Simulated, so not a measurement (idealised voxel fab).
process module | voxel self aligned contacts
cross-section cut | 205 nm wide | cells 5 nm
A cross-section is a grid of square cells, given in bands from the top down. A band is one or more rows of cells.
Each band's line starts with the height of the band's top and of its bottom, in nm. Then come its materials from left to right, each with its width in nm. One material with "throughout" fills the band from edge to edge. "air" is empty space.
Height 0 is the level under which the wafer as received is all one material. The lowest band goes on downwards, as in "0 down".
A width such as "30 to 40" changes by the same amount from each row of cells to the next, from the band's top row to its bottom row.
"no change" after a step means that no cell of the cross-section changed.
closed voids: empty space of 8 cells or more with no open way to the top, each as width x height at its distance from the left edge, in nm
after a step's settings: what the simulator itself notes on the step
overlay nm, on a step with a mask: how far to the right of its planned place the mask lay; to the left if negative
plan
1 op RECEIVE | material Si
2 op CONFORMAL_DEP | material SiO2 | thk nm 5
3 op DIRECTIONAL_DEP | material polySi | thk nm 30
4 op DIRECTIONAL_DEP | material SiN | thk nm 20
5 op PATTERN | tone cover | mask id GATE | material resist | width nm 30 | pitch nm 60 | thk nm 20 | overlay nm 0
6 op DIRECTIONAL_ETCH | etch materials SiN | depth nm 20
7 op DIRECTIONAL_ETCH | etch materials polySi | depth nm 30
8 op STRIP | etch materials resist
9 op CONFORMAL_DEP | material SiN | thk nm 5
10 op DIRECTIONAL_ETCH | etch materials SiN | depth nm 5
11 op FILL_DEP | material SiO2 | thk nm 15
12 op CMP | height nm 60
13 op PATTERN | tone open | mask id CONTACT | material resist | width nm 40 | thk nm 15 | overlay nm 0
14 op DIRECTIONAL_ETCH | etch materials SiO2 | depth nm 60
15 op STRIP | etch materials resist
16 op CONFORMAL_DEP | material TiN | thk nm 5
17 op FILL_DEP | material W | thk nm 10
18 op CMP | height nm 60
19 op CONFORMAL_DEP | material SiN | thk nm 5
as received, after step 1
  0 down: Si throughout
  closed voids: none
a wafer at the end: this start, this plan, one mistake
  65 to 60: SiN throughout
  60 to 55: W 45 | TiN 35 | SiO2 40 | TiN 35 | W 50
  55 to 35: W 45 | TiN 5 | SiN 40 | SiO2 20 | SiN 40 | TiN 5 | W 50
  35 to 5: W 45 | TiN 5 | SiN 5 | polySi 30 | SiN 5 | SiO2 20 | SiN 5 | polySi 30 | SiN 5 | TiN 5 | W 50
  5 to 0: TiN 50 | SiO2 100 | TiN 55
  0 down: Si throughout
  closed voids: none
what went wrong: step 13 ran as: op PATTERN | tone cover | mask id CONTACT | material resist | width nm 40 | thk nm 15 | overlay nm 0
